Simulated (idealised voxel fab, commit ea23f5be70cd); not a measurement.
This is a process module. Its name is voxel air gaps.
The cross-section on display is named cut; it measures 260 nm wide, and its cells are 5 nm squares.
Each cross-section below is a grid of square cells, stated as bands in top-down order, with one or more rows of cells making up each band.
First you get the band's top height and its bottom height, in nm, and then the materials it's made of, left to right, with each width in nm. If you see a single material with "edge to edge", that one covers the band edge to edge. "blank" is empty space.
Counting heights begins at 0, where everything beneath is, in the wafer as received, one material. The lowest band has no bottom; it goes on downwards, as "top 0, no bottom" shows.
Read "30->40" as a graded width: first number on top, second number at the bottom, same change between each pair of neighbouring rows.
Basically "remained the same" means that step didn't change any cell in the cross-section.
"Closed void catalog" lists enclosed empty spaces (at least 8 cells, no open path upward to the top), each as width x height at distance from the left edge, in nm.
Note: text after step settings on the step line = simulator remark on that step.
Among the settings permitted on a step's line is "overlay nm"; applied to a step with a mask, it specifies the extent to which the mask lay to the right of its planned position, whereas a negative figure signifies a position to the left.

## Planned process steps
1) RECEIVE: material Si
2) CONFORMAL_DEP: material SiO2, thk nm 10
3) CONFORMAL_DEP: material SiCN, thk nm 5
4) DIRECTIONAL_DEP: material lowk, thk nm 40
5) DIRECTIONAL_DEP: material aC, thk nm 15
6) PATTERN: tone open, mask id LINES, material resist, width nm 25, pitch nm 50, thk nm 35, overlay nm 0
7) DIRECTIONAL_ETCH: etch materials aC, depth nm 15
8) STRIP: etch materials resist
9) DIRECTIONAL_ETCH: etch materials lowk, depth nm 40
10) STRIP: etch materials aC
11) CONFORMAL_DEP: material TiN, thk nm 5
12) FILL_DEP: material W, thk nm 5
13) CMP: height nm 55
14) EPI: material Ru, thk nm 10
15) SELECTIVE_ETCH: etch materials lowk, depth nm 50
16) CONFORMAL_DEP: material SiCN, thk nm 5
The plan shows the thk nm of step 11 as the first wafer had it; this setting differs between the wafers, which start out alike.

## As-received state after step 1, first of several wafers, cross-section
top 0, no bottom = Si edge to edge
Closed void catalog: none

## Take any row and you have a wafer at the end of the module: how many cells of each material it has gained (+) or lost (-) since it was received, and then its closed voids
thk nm 5; +72 Ru; +204 SiCN; +104 SiO2; +76 TiN; +84 W; Closed void catalog: 15 x 30 at 70; 15 x 30 at 120; 15 x 30 at 170
thk nm 10; +72 Ru; +204 SiCN; +104 SiO2; +136 TiN; +24 W; Closed void catalog: 15 x 30 at 70; 15 x 30 at 120; 15 x 30 at 170
thk nm 15; +72 Ru; +204 SiCN; +104 SiO2; +160 TiN; Closed void catalog: 15 x 30 at 70; 15 x 30 at 120; 15 x 30 at 170
thk nm 20; +72 Ru; +204 SiCN; +104 SiO2; +160 TiN; Closed void catalog: 15 x 30 at 70; 15 x 30 at 120; 15 x 30 at 170
